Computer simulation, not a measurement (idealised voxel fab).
process module | voxel double patterning
cross-section cut | 260 nm wide | cells 5 nm
A cross-section is a grid of square cells, given in bands from the top down. A band is one or more rows of cells.
Each band's line starts with the height of the band's top and of its bottom, in nm. Then come its materials from left to right, each with its width in nm. One material with "throughout" fills the band from edge to edge. "air" is empty space.
Height 0 is the level under which the wafer as received is all one material. The lowest band goes on downwards, as in "0 down".
A width such as "30 to 40" changes by the same amount from each row of cells to the next, from the band's top row to its bottom row.
"no change" after a step means that no cell of the cross-section changed.
closed voids: empty space of 8 cells or more with no open way to the top, each as width x height at its distance from the left edge, in nm
after a step's settings: what the simulator itself notes on the step
overlay nm, on a step with a mask: how far to the right of its planned place the mask lay; to the left if negative
plan
1 op RECEIVE | material Si
2 op CONFORMAL_DEP | material SiO2 | thk nm 5
3 op DIRECTIONAL_DEP | material polySi | thk nm 20
4 op DIRECTIONAL_DEP | material SiN | thk nm 5
5 op PATTERN | tone open | mask id FIRST | material resist | width nm 15 | pitch nm 50 | thk nm 20 | overlay nm 0
6 op DIRECTIONAL_ETCH | etch materials SiN | depth nm 5
7 op STRIP | etch materials resist
8 op MASKED_ETCH | tone open | mask id SECOND | width nm 15 | pitch nm 50 | etch materials SiN | depth nm 5 | overlay nm 0
9 op DIRECTIONAL_ETCH | etch materials polySi | depth nm 20
10 op STRIP | etch materials SiN
first wafer, as planned
as received, after step 1
  0 down: Si throughout
  closed voids: none
after step 2
  5 to 0: SiO2 throughout
  below 0: unchanged
after step 3
  25 to 5: polySi throughout
  below 5: unchanged
after step 4
  30 to 25: SiN throughout
  below 25: unchanged
after step 5
  50 to 30: resist 70 | air 15 | resist 35 | air 15 | resist 35 | air 15 | resist 75
  below 30: unchanged
after step 6
  50 to 30: resist 70 | air 15 | resist 35 | air 15 | resist 35 | air 15 | resist 75
  30 to 25: SiN 70 | air 15 | SiN 35 | air 15 | SiN 35 | air 15 | SiN 75
  below 25: unchanged
after step 7
  30 to 25: SiN 70 | air 15 | SiN 35 | air 15 | SiN 35 | air 15 | SiN 75
  below 25: unchanged
after step 8
  30 to 25: SiN 70 | air 15 | SiN 10 | air 15 | SiN 10 | air 15 | SiN 10 | air 15 | SiN 10 | air 15 | SiN 75
  below 25: unchanged
after step 9
  30 to 25: SiN 70 | air 15 | SiN 10 | air 15 | SiN 10 | air 15 | SiN 10 | air 15 | SiN 10 | air 15 | SiN 75
  25 to 5: polySi 70 | air 15 | polySi 10 | air 15 | polySi 10 | air 15 | polySi 10 | air 15 | polySi 10 | air 15 | polySi 75
  below 5: unchanged
after step 10
  25 to 5: polySi 70 | air 15 | polySi 10 | air 15 | polySi 10 | air 15 | polySi 10 | air 15 | polySi 10 | air 15 | polySi 75
  below 5: unchanged
second wafer: like start, like plan, one mistake. Through step 2 it matches the first wafer
when step 3 should have ended
  45 to 5: polySi throughout
  below 5: unchanged
when step 4 should have ended
  50 to 45: SiN throughout
  below 45: unchanged
when step 5 should have ended
  70 to 50: resist 70 | air 15 | resist 35 | air 15 | resist 35 | air 15 | resist 75
  below 50: unchanged
when step 6 should have ended
  70 to 50: resist 70 | air 15 | resist 35 | air 15 | resist 35 | air 15 | resist 75
  50 to 45: SiN 70 | air 15 | SiN 35 | air 15 | SiN 35 | air 15 | SiN 75
  below 45: unchanged
when step 7 should have ended
  50 to 45: SiN 70 | air 15 | SiN 35 | air 15 | SiN 35 | air 15 | SiN 75
  below 45: unchanged
when step 8 should have ended
  50 to 45: SiN 70 | air 15 | SiN 10 | air 15 | SiN 10 | air 15 | SiN 10 | air 15 | SiN 10 | air 15 | SiN 75
  below 45: unchanged
when step 9 should have ended
  50 to 45: SiN 70 | air 15 | SiN 10 | air 15 | SiN 10 | air 15 | SiN 10 | air 15 | SiN 10 | air 15 | SiN 75
  45 to 25: polySi 70 | air 15 | polySi 10 | air 15 | polySi 10 | air 15 | polySi 10 | air 15 | polySi 10 | air 15 | polySi 75
  below 25: unchanged
when step 10 should have ended
  45 to 25: polySi 70 | air 15 | polySi 10 | air 15 | polySi 10 | air 15 | polySi 10 | air 15 | polySi 10 | air 15 | polySi 75
  below 25: unchanged
what went wrong: step 3 was run twice
at the end the second wafer has, in cells: 208 more of polySi
